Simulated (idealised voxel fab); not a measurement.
The process module that follows is named voxel transistor to metal.
Shown is cross-section cut, with a width of 205 nm and square cells of size 5 nm.
Cross-sections here: square-cell grids, written as top-down lists of bands, a band being one or more rows of cells. Quick guide to a band line: top height, bottom height (nm) up front; then every material left to right with its width in nm. Only one material and it's marked "full width"? Then it fills the band edge to edge. And "air" just means empty space. Heights are measured from 0, the level below which the as-received wafer is all one material; the lowest band has no bottom and continues downward, written as in "top 0, no bottom". Width: "30->40" (first number = top row, second number = bottom row, same change from row to row of cells). Key: "no alteration" - step with no changed cell in the cross-section. Voids not open to the top, 8 cells minimum: see "Closed internal voids". Written width x height at distance; distance is from the left edge; nm. Step line, after settings: the simulator's comment on this step. "overlay nm", when on a step's line for a step with a mask, measures how far to the right of its planned place the mask lay; a negative measure means to the left.

Here's what the planned process steps look like
- 1: RECEIVE with material Si
- 2: CONFORMAL_DEP with material SiO2, thk nm 5
- 3: CONFORMAL_DEP with material SiN, thk nm 10
- 4: DIRECTIONAL_DEP with material aC, thk nm 10
- 5: PATTERN with tone cover, mask id ACTIVE, material resist, width nm 120, thk nm 30, overlay nm 0
- 6: DIRECTIONAL_ETCH with etch materials aC, depth nm 10
- 7: STRIP with etch materials resist
- 8: DIRECTIONAL_ETCH with etch materials SiN, depth nm 10
- 9: DIRECTIONAL_ETCH with etch materials SiO2, depth nm 5
- 10: DIRECTIONAL_ETCH with etch materials Si, depth nm 30
- 11: STRIP with etch materials aC
- 12: FILL_DEP with material SiO2, thk nm 10
- 13: CMP with height nm 15
- 14: SELECTIVE_ETCH with etch materials SiO2, depth nm 5
- 15: STRIP with etch materials SiN
- 16: SELECTIVE_ETCH with etch materials SiO2, depth nm 5
- 17: OXIDIZE with depth nm 5
- 18: DIRECTIONAL_DEP with material polySi, thk nm 30
- 19: DIRECTIONAL_DEP with material SiCN, thk nm 15
- 20: MASKED_ETCH with tone cover, mask id GATE, width nm 20, etch materials SiCN, depth nm 25, overlay nm 0
- 21: MASKED_ETCH with tone cover, mask id GATE, width nm 20, etch materials polySi, depth nm 40, overlay nm 0
- 22: CONFORMAL_DEP with material SiN, thk nm 5
- 23: DIRECTIONAL_ETCH with etch materials SiN, depth nm 5
- 24: DIRECTIONAL_ETCH with etch materials SiO2, depth nm 5
- 25: DIRECTIONAL_ETCH with etch materials Si, depth nm 5
- 26: EPI with material SiGe, thk nm 10
- 27: FILL_DEP with material SiO2, thk nm 5
- 28: CMP with height nm 45
- 29: DIRECTIONAL_DEP with material SiO2, thk nm 10
- 30: PATTERN with tone open, mask id CONTACT, material resist, width nm 20, pitch nm 80, thk nm 20, overlay nm 0
- 31: DIRECTIONAL_ETCH with etch materials SiO2, depth nm 55
- 32: STRIP with etch materials resist
- 33: CONFORMAL_DEP with material TiN, thk nm 5
- 34: FILL_DEP with material W, thk nm 10
- 35: CMP with height nm 55
- 36: DIRECTIONAL_DEP with material TiN, thk nm 5
- 37: DIRECTIONAL_DEP with material W, thk nm 15
- 38: DIRECTIONAL_DEP with material aC, thk nm 10
- 39: PATTERN with tone cover, mask id METAL_1, material resist, width nm 20, pitch nm 80, thk nm 30, overlay nm 0
- 40: DIRECTIONAL_ETCH with etch materials aC, depth nm 10
- 41: STRIP with etch materials resist
- 42: DIRECTIONAL_ETCH with etch materials W, depth nm 15
- 43: DIRECTIONAL_ETCH with etch materials TiN, depth nm 5
- 44: STRIP with etch materials aC
- 45: CONFORMAL_DEP with material SiN, thk nm 5
- 46: FILL_DEP with material SiO2, thk nm 10
- 47: CMP with height nm 75
- 48: CONFORMAL_DEP with material SiCN, thk nm 5
- 49: DIRECTIONAL_DEP with material SiO2, thk nm 30
- 50: MASKED_ETCH with tone open, mask id METAL_2_HOLES, width nm 15, pitch nm 80, etch materials SiO2, depth nm 30, overlay nm 0
- 51: PATTERN with tone open, mask id METAL_2, material resist, width nm 20, pitch nm 80, thk nm 15, overlay nm 0
- 52: DIRECTIONAL_ETCH with etch materials SiO2, depth nm 20
- 53: DIRECTIONAL_ETCH with etch materials SiCN, depth nm 5
- 54: STRIP with etch materials resist
- 55: CONFORMAL_DEP with material TiN, thk nm 5
- 56: FILL_DEP with material Cu, thk nm 5
- 57: CMP with height nm 110
- 58: CONFORMAL_DEP with material SiCN, thk nm 5

This is the cross-section of the wafer as we received it, i.e. after step 1
- top 0, no bottom  Si full width
- Closed internal voids: none

Look at the cross-section after the module: the wafer started out the way shown above and the plan was the one shown above, yet one mistake was made along the way
- top 115, bottom 110  SiCN full width
- top 110, bottom 95  50 nm SiO2  5 nm TiN  10 nm Cu  5 nm TiN  60 nm SiO2  5 nm TiN  10 nm Cu  5 nm TiN  55 nm SiO2
- top 95, bottom 90  50 nm SiO2  5 nm TiN  5 nm Cu  10 nm TiN  60 nm SiO2  5 nm TiN  5 nm Cu  10 nm TiN  55 nm SiO2
- top 90, bottom 80  50 nm SiO2  5 nm TiN  5 nm Cu  5 nm TiN  65 nm SiO2  5 nm TiN  5 nm Cu  5 nm TiN  60 nm SiO2
- top 80, bottom 75  50 nm SiCN  15 nm TiN  65 nm SiCN  15 nm TiN  60 nm SiCN
- top 75, bottom 60  45 nm SiO2  5 nm SiN  20 nm W  5 nm SiN  50 nm SiO2  5 nm SiN  20 nm W  5 nm SiN  50 nm SiO2
- top 60, bottom 55  50 nm SiN  20 nm TiN  60 nm SiN  20 nm TiN  55 nm SiN
- top 55, bottom 45  50 nm SiO2  5 nm TiN  10 nm W  5 nm TiN  60 nm SiO2  5 nm TiN  10 nm W  5 nm TiN  55 nm SiO2
- top 45, bottom 30  50 nm SiO2  5 nm TiN  10 nm W  5 nm TiN  15 nm SiO2  5 nm SiN  20 nm SiCN  5 nm SiN  15 nm SiO2  5 nm TiN  10 nm W  5 nm TiN  55 nm SiO2
- top 30, bottom 5  50 nm SiO2  5 nm TiN  10 nm W  5 nm TiN  10 nm SiO2  5 nm SiN  30 nm polySi  5 nm SiN  10 nm SiO2  5 nm TiN  10 nm W  5 nm TiN  55 nm SiO2
- top 5, bottom 0  35 nm SiO2  5 nm SiN  10 nm SiO2  20 nm TiN  10 nm SiGe  5 nm SiN  30 nm polySi  5 nm SiN  10 nm SiGe  20 nm TiN  10 nm SiO2  5 nm SiN  40 nm SiO2
- top 0, bottom -5  40 nm SiO2  40 nm SiGe  40 nm SiO2  40 nm SiGe  45 nm SiO2
- top -5, bottom -10  40 nm SiO2  40 nm SiGe  40 nm Si  40 nm SiGe  45 nm SiO2
- top -10, bottom -30  40 nm SiO2  120 nm Si  45 nm SiO2
- top -30, no bottom  Si full width
- Closed internal voids: none
What broke from the plan during processing? step 21 ran with different settings than intended, the actual operation and settings being MASKED_ETCH with tone cover, mask id GATE, width nm 30, etch materials polySi, depth nm 40, overlay nm 0
